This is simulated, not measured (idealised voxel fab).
Process module in this document: voxel self aligned contacts
Pictured: cross-section cut, 150 nm wide, on a grid of 5 nm square cells.
Bands, listed from the top down, are how a cross-section gets written in this document; the cross-section itself is a grid of square cells, and a band is one or more rows of them. It is stipulated that each band's entry specify, in nanometres, the height of the top of the band and then that of its bottom, followed by the materials of the band in left-to-right sequence, each together with its width in nanometres. A single material marked by the word "all across" is understood to fill the band from edge to edge; the word "empty" is understood to denote empty space. Height reference: 0 = level under which incoming wafer is all one material. Lowest band: no bottom, runs on downward, e.g. "top 0, no bottom". With a width like "30..40", each row of cells in the band differs from the next by the same amount, the top row carrying the first number and the bottom row the second. Take "changes: none" at face value: in the step it is given for, the cross-section changed in none of its cells. In "Closed internal voids" the enclosed voids are listed, meaning empty spaces of 8 cells or larger without any opening to the top. The form is width x height at distance, distance from the left edge, units nm. Formally, on a step line, whatever follows the settings is a remark that the simulator itself makes on the step. Regarding "overlay nm": on a step with a mask, it is the distance the mask lay to the right of its planned place; a negative value places it to the left.
[The planned process steps are enumerated hereunder]
1. RECEIVE [material Si]
2. CONFORMAL_DEP [material SiO2] [thk nm 5]
3. DIRECTIONAL_DEP [material polySi] [thk nm 25]
4. DIRECTIONAL_DEP [material SiN] [thk nm 20]
5. DIRECTIONAL_DEP [material aC] [thk nm 15]
6. PATTERN [tone cover] [mask id GATE] [material resist] [width nm 30] [pitch nm 70] [thk nm 30] [overlay nm 0]
7. DIRECTIONAL_ETCH [etch materials aC] [depth nm 15]
8. STRIP [etch materials resist]
9. DIRECTIONAL_ETCH [etch materials SiN] [depth nm 20]
10. DIRECTIONAL_ETCH [etch materials polySi] [depth nm 25]
11. STRIP [etch materials aC]
12. CONFORMAL_DEP [material SiN] [thk nm 10]
13. DIRECTIONAL_ETCH [etch materials SiN] [depth nm 10]
14. FILL_DEP [material SiO2] [thk nm 10]
15. CMP [height nm 55]
16. MASKED_ETCH [tone open] [mask id CONTACT] [width nm 50] [etch materials SiO2] [depth nm 55] [overlay nm 0]
17. CONFORMAL_DEP [material TiN] [thk nm 5]
18. FILL_DEP [material W] [thk nm 10]
19. CMP [height nm 55]
20. CONFORMAL_DEP [material SiCN] [thk nm 5]
[First of two wafers - as planned]
[Cross-section of the wafer as it came to us, i.e., already through step 1]
- top 0, no bottom = Si all across
- Closed internal voids: none
[Take a look at the wafer's cross-section after step 2]
- top 5, bottom 0 = SiO2 all across
- Rest of section, below 0: as before.
[Take a look at the wafer's cross-section after step 3]
- top 30, bottom 5 = polySi all across
- Rest of section, below 5: as before.
[Take a look at the wafer's cross-section after step 4]
- top 50, bottom 30 = SiN all across
- Rest of section, below 30: as before.
[Take a look at the wafer's cross-section after step 5]
- top 65, bottom 50 = aC all across
- Rest of section, below 50: as before.
[Take a look at the wafer's cross-section after step 6]
- top 95, bottom 65 = empty (25) | resist (30) | empty (40) | resist (30) | empty (25)
- Rest of section, below 65: as before.
[Take a look at the wafer's cross-section after step 7]
- top 80, bottom 65 = empty (25) | resist (30) | empty (40) | resist (30) | empty (25)
- top 65, bottom 50 = empty (25) | aC (30) | empty (40) | aC (30) | empty (25)
- Rest of section, below 50: as before.
[Take a look at the wafer's cross-section after step 8]
- top 65, bottom 50 = empty (25) | aC (30) | empty (40) | aC (30) | empty (25)
- Rest of section, below 50: as before.
[Take a look at the wafer's cross-section after step 9]
- top 65, bottom 50 = empty (25) | aC (30) | empty (40) | aC (30) | empty (25)
- top 50, bottom 30 = empty (25) | SiN (30) | empty (40) | SiN (30) | empty (25)
- Rest of section, below 30: as before.
[Take a look at the wafer's cross-section after step 10]
- top 65, bottom 50 = empty (25) | aC (30) | empty (40) | aC (30) | empty (25)
- top 50, bottom 30 = empty (25) | SiN (30) | empty (40) | SiN (30) | empty (25)
- top 30, bottom 5 = empty (25) | polySi (30) | empty (40) | polySi (30) | empty (25)
- Rest of section, below 5: as before.
[Take a look at the wafer's cross-section after step 11]
- top 50, bottom 30 = empty (25) | SiN (30) | empty (40) | SiN (30) | empty (25)
- Rest of section, below 30: as before.
[Take a look at the wafer's cross-section after step 12]
- top 60, bottom 30 = empty (15) | SiN (50) | empty (20) | SiN (50) | empty (15)
- top 30, bottom 15 = empty (15) | SiN (10) | polySi (30) | SiN (10) | empty (20) | SiN (10) | polySi (30) | SiN (10) | empty (15)
- top 15, bottom 5 = SiN (25) | polySi (30) | SiN (40) | polySi (30) | SiN (25)
- Rest of section, below 5: as before.
[Take a look at the wafer's cross-section after step 13]
- top 50, bottom 30 = empty (15) | SiN (50) | empty (20) | SiN (50) | empty (15)
- top 30, bottom 5 = empty (15) | SiN (10) | polySi (30) | SiN (10) | empty (20) | SiN (10) | polySi (30) | SiN (10) | empty (15)
- Rest of section, below 5: as before.
[Take a look at the wafer's cross-section after step 14]
- top 60, bottom 50 = SiO2 all across
- top 50, bottom 30 = SiO2 (15) | SiN (50) | SiO2 (20) | SiN (50) | SiO2 (15)
- top 30, bottom 5 = SiO2 (15) | SiN (10) | polySi (30) | SiN (10) | SiO2 (20) | SiN (10) | polySi (30) | SiN (10) | SiO2 (15)
- Rest of section, below 5: as before.
[Take a look at the wafer's cross-section after step 15]
- top 55, bottom 50 = SiO2 all across
- Rest of section, below 50: as before.
[Take a look at the wafer's cross-section after step 16]
- top 55, bottom 50 = SiO2 (50) | empty (50) | SiO2 (50)
- top 50, bottom 30 = SiO2 (15) | SiN (50) | empty (20) | SiN (50) | SiO2 (15)
- top 30, bottom 5 = SiO2 (15) | SiN (10) | polySi (30) | SiN (10) | empty (20) | SiN (10) | polySi (30) | SiN (10) | SiO2 (15)
- top 5, bottom 0 = SiO2 (65) | empty (20) | SiO2 (65)
- Rest of section, below 0: as before.
[Take a look at the wafer's cross-section after step 17]
- top 60, bottom 55 = TiN (55) | empty (40) | TiN (55)
- top 55, bottom 50 = SiO2 (50) | TiN (20) | empty (10) | TiN (20) | SiO2 (50)
- top 50, bottom 30 = SiO2 (15) | SiN (50) | TiN (5) | empty (10) | TiN (5) | SiN (50) | SiO2 (15)
- top 30, bottom 5 = SiO2 (15) | SiN (10) | polySi (30) | SiN (10) | TiN (5) | empty (10) | TiN (5) | SiN (10) | polySi (30) | SiN (10) | SiO2 (15)
- top 5, bottom 0 = SiO2 (65) | TiN (20) | SiO2 (65)
- Rest of section, below 0: as before.
[Take a look at the wafer's cross-section after step 18]
- top 70, bottom 60 = W all across
- top 60, bottom 55 = TiN (55) | W (40) | TiN (55)
- top 55, bottom 50 = SiO2 (50) | TiN (20) | W (10) | TiN (20) | SiO2 (50)
- top 50, bottom 30 = SiO2 (15) | SiN (50) | TiN (5) | W (10) | TiN (5) | SiN (50) | SiO2 (15)
- top 30, bottom 5 = SiO2 (15) | SiN (10) | polySi (30) | SiN (10) | TiN (5) | W (10) | TiN (5) | SiN (10) | polySi (30) | SiN (10) | SiO2 (15)
- Rest of section, below 5: as before.
[Take a look at the wafer's cross-section after step 19]
- top 55, bottom 50 = SiO2 (50) | TiN (20) | W (10) | TiN (20) | SiO2 (50)
- Rest of section, below 50: as before.
[Take a look at the wafer's cross-section after step 20]
- top 60, bottom 55 = SiCN all across
- Rest of section, below 55: as before.
[For the second wafer, take the first wafer's start and plan, then add one mistake made in running it; everything through step 15, that step included, is shared with the first]
[At the planned end of step 16, the second wafer in cross-section]
- top 55, bottom 50 = SiO2 (55) | empty (45) | SiO2 (50)
- top 50, bottom 30 = SiO2 (15) | SiN (50) | empty (20) | SiN (50) | SiO2 (15)
- top 30, bottom 5 = SiO2 (15) | SiN (10) | polySi (30) | SiN (10) | empty (20) | SiN (10) | polySi (30) | SiN (10) | SiO2 (15)
- top 5, bottom 0 = SiO2 (65) | empty (20) | SiO2 (65)
- Rest of section, below 0: as before.
[At the planned end of step 17, the second wafer in cross-section]
- top 60, bottom 55 = TiN (60) | empty (35) | TiN (55)
- top 55, bottom 50 = SiO2 (55) | TiN (15) | empty (10) | TiN (20) | SiO2 (50)
- top 50, bottom 30 = SiO2 (15) | SiN (50) | TiN (5) | empty (10) | TiN (5) | SiN (50) | SiO2 (15)
- top 30, bottom 5 = SiO2 (15) | SiN (10) | polySi (30) | SiN (10) | TiN (5) | empty (10) | TiN (5) | SiN (10) | polySi (30) | SiN (10) | SiO2 (15)
- top 5, bottom 0 = SiO2 (65) | TiN (20) | SiO2 (65)
- Rest of section, below 0: as before.
[At the planned end of step 18, the second wafer in cross-section]
- top 70, bottom 60 = W all across
- top 60, bottom 55 = TiN (60) | W (35) | TiN (55)
- top 55, bottom 50 = SiO2 (55) | TiN (15) | W (10) | TiN (20) | SiO2 (50)
- top 50, bottom 30 = SiO2 (15) | SiN (50) | TiN (5) | W (10) | TiN (5) | SiN (50) | SiO2 (15)
- top 30, bottom 5 = SiO2 (15) | SiN (10) | polySi (30) | SiN (10) | TiN (5) | W (10) | TiN (5) | SiN (10) | polySi (30) | SiN (10) | SiO2 (15)
- Rest of section, below 5: as before.
[At the planned end of step 19, the second wafer in cross-section]
- top 55, bottom 50 = SiO2 (55) | TiN (15) | W (10) | TiN (20) | SiO2 (50)
- Rest of section, below 50: as before.
[At the planned end of step 20, the second wafer in cross-section]
- top 60, bottom 55 = SiCN all across
- Rest of section, below 55: as before.
Short version of what went wrong: it should be noted that step 16 was executed with settings other than those planned, the operation and settings actually applied being MASKED_ETCH [tone open] [mask id CONTACT] [width nm 45] [etch materials SiO2] [depth nm 55] [overlay nm 0]
Wafer comparison, final, in cells, second relative to first, materials more or fewer: +1 SiO2; -1 TiN
